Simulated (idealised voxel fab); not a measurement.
process module | voxel ribs on slabs
cross-section cut | 175 nm wide | cells 5 nm
A cross-section is a grid of square cells, given in bands from the top down. A band is one or more rows of cells.
Each band's line starts with the height of the band's top and of its bottom, in nm. Then come its materials from left to right, each with its width in nm. One material with "throughout" fills the band from edge to edge. "air" is empty space.
Height 0 is the level under which the wafer as received is all one material. The lowest band goes on downwards, as in "0 down".
A width such as "30 to 40" changes by the same amount from each row of cells to the next, from the band's top row to its bottom row.
"no change" after a step means that no cell of the cross-section changed.
closed voids: empty space of 8 cells or more with no open way to the top, each as width x height at its distance from the left edge, in nm
after a step's settings: what the simulator itself notes on the step
overlay nm, on a step with a mask: how far to the right of its planned place the mask lay; to the left if negative
plan
1 op RECEIVE | material Si
2 op DIRECTIONAL_DEP | material SiO2 | thk nm 30
3 op DIRECTIONAL_DEP | material SiN | thk nm 20
4 op PATTERN | tone cover | mask id RIB | material resist | width nm 20 | thk nm 20 | overlay nm 0
5 op DIRECTIONAL_ETCH | etch materials SiN | depth nm 15
6 op STRIP | etch materials resist
7 op PATTERN | tone cover | mask id SLAB | material resist | width nm 60 | thk nm 20 | overlay nm 0
8 op DIRECTIONAL_ETCH | etch materials SiN | depth nm 5
9 op STRIP | etch materials resist
10 op FILL_DEP | material SiO2 | thk nm 15
11 op CMP | height nm 60
12 op DIRECTIONAL_DEP | material TiN | thk nm 10
13 op DIRECTIONAL_DEP | material aC | thk nm 5
14 op PATTERN | tone cover | mask id HEATER | material resist | width nm 30 | thk nm 25 | overlay nm 0
15 op DIRECTIONAL_ETCH | etch materials aC | depth nm 10
16 op STRIP | etch materials resist
17 op DIRECTIONAL_ETCH | etch materials TiN | depth nm 10
18 op STRIP | etch materials aC
19 op CONFORMAL_DEP | material SiN | thk nm 5
varied across the wafers: thk nm of step 13. The plan shows the first wafer's value. All wafers start alike
first wafer as received, after step 1
  0 down: Si throughout
  closed voids: none
first wafer at the end, after step 19
  75 to 70: air 65 | SiN 40 | air 70
  70 to 65: air 65 | SiN 5 | TiN 30 | SiN 5 | air 70
  65 to 60: SiN 70 | TiN 30 | SiN 75
  60 to 50: SiO2 throughout
  50 to 35: SiO2 75 | SiN 20 | SiO2 80
  35 to 30: SiO2 55 | SiN 60 | SiO2 60
  30 to 0: SiO2 throughout
  0 down: Si throughout
  closed voids: none
last wafer at the end
  75 to 70: SiN throughout
  70 to 60: TiN throughout
  60 to 50: SiO2 throughout
  50 to 35: SiO2 75 | SiN 20 | SiO2 80
  35 to 30: SiO2 55 | SiN 60 | SiO2 60
  30 to 0: SiO2 throughout
  0 down: Si throughout
  closed voids: none
each wafer at the end: cells of each material gained (+) or lost (-) since it was received, then its closed voids
thk nm 5 | +63 SiN | +396 SiO2 | +12 TiN | closed voids: none
thk nm 10 | +63 SiN | +396 SiO2 | +12 TiN | closed voids: none
thk nm 15 | +59 SiN | +396 SiO2 | +70 TiN | closed voids: none
thk nm 20 | +59 SiN | +396 SiO2 | +70 TiN | closed voids: none
thk nm 25 | +59 SiN | +396 SiO2 | +70 TiN | closed voids: none
